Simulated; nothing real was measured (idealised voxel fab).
process module | voxel lift off
cross-section cut | 195 nm wide | cells 5 nm
A cross-section is a grid of square cells, given in bands from the top down. A band is one or more rows of cells.
Each band's line starts with the height of the band's top and of its bottom, in nm. Then come its materials from left to right, each with its width in nm. One material with "throughout" fills the band from edge to edge. "air" is empty space.
Height 0 is the level under which the wafer as received is all one material. The lowest band goes on downwards, as in "0 down".
A width such as "30 to 40" changes by the same amount from each row of cells to the next, from the band's top row to its bottom row.
"no change" after a step means that no cell of the cross-section changed.
closed voids: empty space of 8 cells or more with no open way to the top, each as width x height at its distance from the left edge, in nm
after a step's settings: what the simulator itself notes on the step
overlay nm, on a step with a mask: how far to the right of its planned place the mask lay; to the left if negative
plan
1 op RECEIVE | material Si
2 op CONFORMAL_DEP | material SiN | thk nm 10
3 op PATTERN | tone open | mask id LINES | material resist | width nm 15 | pitch nm 45 | thk nm 20 | overlay nm 0
4 op DIRECTIONAL_DEP | material Ru | thk nm 5
5 op STRIP | etch materials resist
6 op CONFORMAL_DEP | material SiCN | thk nm 5
first wafer, as planned
as received, after step 1
  0 down: Si throughout
  closed voids: none
after step 2
  10 to 0: SiN throughout
  below 0: unchanged
after step 3
  30 to 10: resist 20 | air 15 | resist 30 | air 15 | resist 30 | air 15 | resist 30 | air 15 | resist 25
  below 10: unchanged
after step 4
  35 to 30: Ru 20 | air 15 | Ru 30 | air 15 | Ru 30 | air 15 | Ru 30 | air 15 | Ru 25
  30 to 15: resist 20 | air 15 | resist 30 | air 15 | resist 30 | air 15 | resist 30 | air 15 | resist 25
  15 to 10: resist 20 | Ru 15 | resist 30 | Ru 15 | resist 30 | Ru 15 | resist 30 | Ru 15 | resist 25
  below 10: unchanged
after step 5
  15 to 10: air 20 | Ru 15 | air 30 | Ru 15 | air 30 | Ru 15 | air 30 | Ru 15 | air 25
  below 10: unchanged
after step 6
  20 to 15: air 15 | SiCN 25 | air 20 | SiCN 25 | air 20 | SiCN 25 | air 20 | SiCN 25 | air 20
  15 to 10: SiCN 20 | Ru 15 | SiCN 30 | Ru 15 | SiCN 30 | Ru 15 | SiCN 30 | Ru 15 | SiCN 25
  below 10: unchanged
second wafer: like start, like plan, one mistake. Through step 4 it matches the first wafer
when step 5 should have ended
  15 to 10: air 20 | Ru 15 | air 30 | Ru 15 | air 30 | Ru 15 | air 30 | Ru 15 | air 25
  below 10: unchanged
when step 6 should have ended
  20 to 15: air 15 | SiCN 25 | air 20 | SiCN 25 | air 20 | SiCN 25 | air 20 | SiCN 25 | air 20
  15 to 10: SiCN 20 | Ru 15 | SiCN 30 | Ru 15 | SiCN 30 | Ru 15 | SiCN 30 | Ru 15 | SiCN 25
  below 10: unchanged
what went wrong: step 5 was run twice
at the end the two cross-sections are the same: no effect in what this model computes
